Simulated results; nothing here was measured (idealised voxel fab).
process module | voxel local oxidation
cross-section cut | 210 nm wide | cells 5 nm
A cross-section is a grid of square cells, given in bands from the top down. A band is one or more rows of cells.
Each band's line starts with the height of the band's top and of its bottom, in nm. Then come its materials from left to right, each with its width in nm. One material with "throughout" fills the band from edge to edge. "air" is empty space.
Height 0 is the level under which the wafer as received is all one material. The lowest band goes on downwards, as in "0 down".
A width such as "30 to 40" changes by the same amount from each row of cells to the next, from the band's top row to its bottom row.
"no change" after a step means that no cell of the cross-section changed.
closed voids: empty space of 8 cells or more with no open way to the top, each as width x height at its distance from the left edge, in nm
after a step's settings: what the simulator itself notes on the step
overlay nm, on a step with a mask: how far to the right of its planned place the mask lay; to the left if negative
plan
1 op RECEIVE | material Si
2 op OXIDIZE | depth nm 5
3 op CONFORMAL_DEP | material SiN | thk nm 10
4 op MASKED_ETCH | tone cover | mask id ACTIVE | width nm 130 | etch materials SiN | depth nm 10 | overlay nm 0
5 op SELECTIVE_ETCH | etch materials SiO2 | depth nm 5
6 op OXIDIZE | depth nm 10
7 op STRIP | etch materials SiN
as received, after step 1
  0 down: Si throughout
  closed voids: none
first wafer at the end, as planned
  0 to -5: air 45 | SiO2 120 | air 45
  -5 to -15: SiO2 55 | Si 100 | SiO2 55
  -15 down: Si throughout
  closed voids: none
second wafer at the end: like start, like plan, one mistake
  0 to -5: SiO2 35 | air 140 | SiO2 35
  -5 to -15: Si 25 | SiO2 160 | Si 25
  -15 down: Si throughout
  closed voids: none
what went wrong: step 4 ran as: op MASKED_ETCH | tone open | mask id ACTIVE | width nm 130 | etch materials SiN | depth nm 10 | overlay nm 0
at the end the second wafer has, in cells: 20 fewer of Si | 10 more of SiO2
